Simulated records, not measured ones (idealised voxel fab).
Presented below is a process module, voxel capacitor over wiring.
Cross-sectional view cut (width: 220 nm; square cell size: 5 nm).
Just so we're on the same page, the cross-sections are grids of square cells, and they're listed out in bands top to bottom, each band one or more rows deep. Each band's line starts with the height of the band's top and of its bottom, in nm. Then come its materials from left to right, each with its width in nm. One material with "everywhere" fills the band from edge to edge. "blank" is empty space. Heights from 0 (as-received wafer is one material below). Bottom band endless downward, as "0 down". With a width like "30->40", each row of cells in the band differs from the next by the same amount, the top row carrying the first number and the bottom row the second. "no change occurred" (step): cross-section cells unchanged, all of them. Empty spaces without an open route to the top, at least 8 cells in extent, make up the entry "Closed void inventory"; each is given as width x height at distance, where the distance is measured from the left edge, and all are in nm. Whatever follows a step's settings on its line is a remark the simulator itself makes about that step. A step line may carry the setting "overlay nm", which, for steps involving a mask, states the distance by which the mask lay to the right of its intended position; negative values denote displacement to the left.

SET OUT BELOW ARE THE PLANNED STEPS OF THE PROCESS
step 1: RECEIVE (material Si)
step 2: CONFORMAL_DEP (material SiO2; thk nm 15)
step 3: DIRECTIONAL_DEP (material TiN; thk nm 5)
step 4: DIRECTIONAL_DEP (material W; thk nm 15)
step 5: DIRECTIONAL_DEP (material aC; thk nm 15)
step 6: PATTERN (tone cover; mask id METAL_1; material resist; width nm 30; pitch nm 90; thk nm 30; overlay nm 0)
step 7: DIRECTIONAL_ETCH (etch materials aC; depth nm 15)
step 8: STRIP (etch materials resist)
step 9: DIRECTIONAL_ETCH (etch materials W; depth nm 15)
step 10: DIRECTIONAL_ETCH (etch materials TiN; depth nm 5)
step 11: STRIP (etch materials aC)
step 12: CONFORMAL_DEP (material SiN; thk nm 5)
step 13: FILL_DEP (material SiO2; thk nm 5)
step 14: CMP (height nm 35)
step 15: CONFORMAL_DEP (material SiCN; thk nm 5)
step 16: DIRECTIONAL_DEP (material SiO2; thk nm 15)
step 17: PATTERN (tone open; mask id PLUG_1; material resist; width nm 15; thk nm 15; overlay nm 0)
step 18: DIRECTIONAL_ETCH (etch materials SiO2; depth nm 15)
step 19: DIRECTIONAL_ETCH (etch materials SiCN; depth nm 5)
step 20: STRIP (etch materials resist)
step 21: CONFORMAL_DEP (material TiN; thk nm 5)
step 22: FILL_DEP (material Cu; thk nm 10)
step 23: CMP (height nm 55)
step 24: DIRECTIONAL_DEP (material TiN; thk nm 10)
step 25: DIRECTIONAL_DEP (material Al2O3; thk nm 5)
step 26: DIRECTIONAL_DEP (material TiN; thk nm 5)
step 27: PATTERN (tone cover; mask id UPPER_PLATE; material resist; width nm 65; thk nm 15; overlay nm 0)
step 28: DIRECTIONAL_ETCH (etch materials TiN; depth nm 5)
step 29: DIRECTIONAL_ETCH (etch materials Al2O3; depth nm 5)
step 30: STRIP (etch materials resist)
step 31: DIRECTIONAL_DEP (material aC; thk nm 10)
step 32: PATTERN (tone cover; mask id LOWER_PLATE; material resist; width nm 75; thk nm 25; overlay nm 0)
step 33: DIRECTIONAL_ETCH (etch materials aC; depth nm 10)
step 34: STRIP (etch materials resist)
step 35: DIRECTIONAL_ETCH (etch materials TiN; depth nm 10)
step 36: STRIP (etch materials aC)
step 37: FILL_DEP (material SiO2; thk nm 20)
step 38: CMP (height nm 90)
step 39: MASKED_ETCH (tone open; mask id PLUG_2; width nm 15; etch materials SiO2; depth nm 15; overlay nm 0)
step 40: CONFORMAL_DEP (material TiN; thk nm 5)
step 41: FILL_DEP (material W; thk nm 5)
step 42: CMP (height nm 90)
step 43: CONFORMAL_DEP (material SiCN; thk nm 5)

CROSS-SECTION, INCOMING MATERIAL, AFTER STEP 1
> 0 down  Si everywhere
> Closed void inventory: none

CROSS-SECTION TAKEN AT MODULE COMPLETION ON THE FIRST OF TWO WAFERS; PROCESSED PER THE PLAN
> 95 to 90  SiCN everywhere
> 90 to 80  SiO2 (75); TiN (5); W (5); TiN (5); SiO2 (130)
> 80 to 70  SiO2 (75->65); TiN (15->65); SiO2 (130->90)
> 70 to 65  SiO2 (65); Al2O3 (65); SiO2 (90)
> 65 to 55  SiO2 (60); TiN (75); SiO2 (85)
> 55 to 40  SiO2 (65); TiN (5); Cu (5); TiN (5); SiO2 (140)
> 40 to 35  SiCN (65); TiN (15); SiCN (140)
> 35 to 20  SiO2 (45); SiN (5); W (30); SiN (5); SiO2 (50); SiN (5); W (30); SiN (5); SiO2 (45)
> 20 to 15  SiN (50); TiN (30); SiN (60); TiN (30); SiN (50)
> 15 to 0  SiO2 everywhere
> 0 down  Si everywhere
> Closed void inventory: none

CROSS-SECTION, WAFER TWO OF TWO, END OF MODULE: SAME START AND PLAN AS WAFER ONE, ONE ERROR IN EXECUTION
> 95 to 90  SiCN everywhere
> 90 to 80  SiO2 (75); TiN (5); W (5); TiN (5); SiO2 (130)
> 80 to 75  SiO2 (75); TiN (15); SiO2 (130)
> 75 to 70  SiO2 everywhere
> 70 to 65  SiO2 (65); Al2O3 (65); SiO2 (90)
> 65 to 55  TiN (60); SiO2 (5); TiN (65); SiO2 (5); TiN (85)
> 55 to 40  SiO2 (65); TiN (5); Cu (5); TiN (5); SiO2 (140)
> 40 to 35  SiCN (65); TiN (15); SiCN (140)
> 35 to 20  SiO2 (45); SiN (5); W (30); SiN (5); SiO2 (50); SiN (5); W (30); SiN (5); SiO2 (45)
> 20 to 15  SiN (50); TiN (30); SiN (60); TiN (30); SiN (50)
> 15 to 0  SiO2 everywhere
> 0 down  Si everywhere
> Closed void inventory: none
Plan not followed: step 32 was run on a setting that differed from the plan, and what really ran there is PATTERN (tone open; mask id LOWER_PLATE; material resist; width nm 75; thk nm 25; overlay nm 0)
Final cells, second wafer relative to first, materials higher or lower: SiO2 -41 | TiN +41
